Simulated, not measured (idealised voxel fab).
Documented hereafter: the process module known as voxel gate over fins.
265 nm wide, 5 nm square cells: that's cross-section cut.
If you're reading a cross-section in this doc, picture square cells in a grid; it comes to you as bands, top ones listed first down to the bottom, and a band can be one or more rows of cells.
Band: top height; bottom height; in nm. Then, left to right: material with width in nm, for each material. "full width": a single material spanning edge to edge. "blank": empty space.
Counting heights begins at 0, where everything beneath is, in the wafer as received, one material. The lowest band has no bottom; it goes on downwards, as "z 0 and below" shows.
A width given as "30..40" starts at the first number in the band's top row and ends at the second number in its bottom row, shifting by an equal amount at every step from row to row.
When a step is marked "stayed the same", none of the cells in the cross-section changed during that step.
Entry "Entrapped voids" = empty spaces >= 8 cells with no open way to the top; each as width x height at distance, distance from left edge, all nm.
On each step's line, the part that comes after the settings is the simulator's own comment on the step.
overlay nm: mask offset rightward from planned place, masked step; negative means leftward offset.

-- Steps planned for the process
1 RECEIVE: material Si
2 CONFORMAL_DEP: material SiN, thk nm 5
3 MASKED_ETCH: tone cover, mask id FINS, width nm 15, pitch nm 35, etch materials SiN, depth nm 5, overlay nm 0
4 MASKED_ETCH: tone cover, mask id FINS, width nm 15, pitch nm 35, etch materials Si, depth nm 30, overlay nm 0
5 FILL_DEP: material SiO2, thk nm 10
6 CMP: height nm 5
7 SELECTIVE_ETCH: etch materials SiO2, depth nm 15
8 STRIP: etch materials SiN
9 CONFORMAL_DEP: material HfO2, thk nm 5
10 CONFORMAL_DEP: material TiN, thk nm 5
11 FILL_DEP: material W, thk nm 15
12 CMP: height nm 20
13 CONFORMAL_DEP: material SiCN, thk nm 5

-- as received, after step 1
z 0 and below  Si full width
Entrapped voids: none

-- Cross-section at module end, one run error; start and plan unchanged from above
z 25 to 20  SiCN full width
z 20 to 15  W 70 / TiN 125 / W 70
z 15 to 10  W 70 / TiN 5 / HfO2 115 / TiN 5 / W 70
z 10 to 5  TiN 75 / HfO2 115 / TiN 75
z 5 to 0  HfO2 full width
z 0 to -10  HfO2 90 / Si 15 / HfO2 20 / Si 15 / HfO2 20 / Si 15 / HfO2 90
z -10 to -30  SiO2 90 / Si 15 / SiO2 20 / Si 15 / SiO2 20 / Si 15 / SiO2 90
z -30 and below  Si full width
Entrapped voids: none
Run error: for step 9, the planned setting was not used; the step was instead run as CONFORMAL_DEP: material HfO2, thk nm 15
